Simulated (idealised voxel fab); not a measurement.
Proc. module: voxel wiring stack
cross-section cut | 205 nm wide | cells 5 nm
Cross-sections here: square-cell grids, written as top-down lists of bands, a band being one or more rows of cells.
Band entry format. Leading values: height of top, height of bottom, nm. Remainder: materials in left-to-right order, each with its width in nm. Special words: "edge to edge" on a single material, which then fills the band edge to edge; "empty", empty space.
Height datum 0, below which the as-received substrate wafer is one material. Lowest band open at the bottom, running downward: "z 0 and below".
Graded width ("30..40"): value in top row of band = first number; value in bottom row = second number; row-to-row change constant.
Step marked "everything unchanged"? Then no cell in the cross-section changed in it.
Look at "Voids, fully enclosed" for the closed voids: empty spaces with no open path to the top, sized 8 cells or up. Each is width x height at distance, distance from the left edge, all nm.
It should be noted that, on the line of a given step, the content following the step's settings is a remark produced by the simulator itself with respect to that step.
overlay nm: mask right of planned place by this much (step with mask). Neg. = left.
## So here's the lineup of process steps we planned
| 1 | RECEIVE (material Si) |
| 2 | CONFORMAL_DEP (material SiO2; thk nm 10) |
| 3 | DIRECTIONAL_DEP (material TiN; thk nm 5) |
| 4 | DIRECTIONAL_DEP (material Ru; thk nm 15) |
| 5 | MASKED_ETCH (tone cover; mask id METAL_1; width nm 25; pitch nm 45; etch materials Ru; depth nm 15; overlay nm 0) |
| 6 | MASKED_ETCH (tone cover; mask id METAL_1; width nm 25; pitch nm 45; etch materials TiN; depth nm 5; overlay nm 0) |
| 7 | FILL_DEP (material lowk; thk nm 5) |
| 8 | CMP (height nm 30) |
| 9 | CONFORMAL_DEP (material SiCN; thk nm 5) |
| 10 | DIRECTIONAL_DEP (material lowk; thk nm 35) |
| 11 | DIRECTIONAL_DEP (material aC; thk nm 15) |
| 12 | PATTERN (tone open; mask id METAL_2_HOLES; material resist; width nm 15; pitch nm 45; thk nm 30; overlay nm 0) |
| 13 | DIRECTIONAL_ETCH (etch materials aC; depth nm 15) |
| 14 | STRIP (etch materials resist) |
| 15 | DIRECTIONAL_ETCH (etch materials lowk; depth nm 35) |
| 16 | STRIP (etch materials aC) |
| 17 | PATTERN (tone open; mask id METAL_2; material resist; width nm 25; pitch nm 45; thk nm 20; overlay nm 0) |
| 18 | DIRECTIONAL_ETCH (etch materials lowk; depth nm 20) |
| 19 | DIRECTIONAL_ETCH (etch materials SiCN; depth nm 5) |
| 20 | STRIP (etch materials resist) |
| 21 | CONFORMAL_DEP (material TiN; thk nm 5) |
| 22 | FILL_DEP (material Cu; thk nm 5) |
| 23 | CMP (height nm 70) |
| 24 | CONFORMAL_DEP (material SiCN; thk nm 5) |
| 25 | DIRECTIONAL_DEP (material lowk; thk nm 20) |
| 26 | PATTERN (tone open; mask id PLUG_2; material resist; width nm 15; pitch nm 90; thk nm 15; overlay nm 0) |
| 27 | DIRECTIONAL_ETCH (etch materials lowk; depth nm 20) |
| 28 | DIRECTIONAL_ETCH (etch materials SiCN; depth nm 5) |
| 29 | STRIP (etch materials resist) |
| 30 | CONFORMAL_DEP (material TiN; thk nm 5) |
| 31 | FILL_DEP (material W; thk nm 10) |
| 32 | CMP (height nm 95) |
| 33 | DIRECTIONAL_DEP (material TiN; thk nm 5) |
| 34 | DIRECTIONAL_DEP (material W; thk nm 15) |
| 35 | MASKED_ETCH (tone cover; mask id METAL_3; width nm 25; pitch nm 45; etch materials W; depth nm 15; overlay nm 0) |
| 36 | MASKED_ETCH (tone cover; mask id METAL_3; width nm 25; pitch nm 45; etch materials TiN; depth nm 5; overlay nm 0) |
| 37 | CONFORMAL_DEP (material SiN; thk nm 5) |
| 38 | FILL_DEP (material SiO2; thk nm 5) |
| 39 | CMP (height nm 115) |
| 40 | CONFORMAL_DEP (material SiCN; thk nm 5) |
## Wafer as received: cross-section following step 1
  z 0 and below  Si edge to edge
  Voids, fully enclosed: none
## Result of the module, cross-sectioned: start per above, plan per above, one error in how it was run
  z 120 to 115  SiCN edge to edge
  z 115 to 100  SiO2 (15)  SiN (5)  W (25)  SiN (5)  SiO2 (10)  SiN (5)  W (25)  SiN (5)  SiO2 (10)  SiN (5)  W (25)  SiN (5)  SiO2 (10)  SiN (5)  W (25)  SiN (5)  SiO2 (20)
  z 100 to 95  SiN (20)  TiN (25)  SiN (20)  TiN (25)  SiN (20)  TiN (25)  SiN (20)  TiN (25)  SiN (25)
  z 95 to 75  lowk (20)  TiN (5)  W (5)  TiN (5)  lowk (75)  TiN (5)  W (5)  TiN (5)  lowk (80)
  z 75 to 70  SiCN (20)  TiN (15)  SiCN (75)  TiN (15)  SiCN (80)
  z 70 to 65  SiCN (20)  TiN (25)  SiCN (20)  TiN (25)  SiCN (20)  TiN (25)  SiCN (20)  TiN (25)  SiCN (25)
  z 65 to 30  lowk edge to edge
  z 30 to 15  lowk (20)  Ru (25)  lowk (20)  Ru (25)  lowk (20)  Ru (25)  lowk (20)  Ru (25)  lowk (25)
  z 15 to 10  lowk (20)  TiN (25)  lowk (20)  TiN (25)  lowk (20)  TiN (25)  lowk (20)  TiN (25)  lowk (25)
  z 10 to 0  SiO2 edge to edge
  z 0 and below  Si edge to edge
  Voids, fully enclosed: none
Short version of what went wrong: deviation from plan: step 10 and step 9 executed in one another's positions
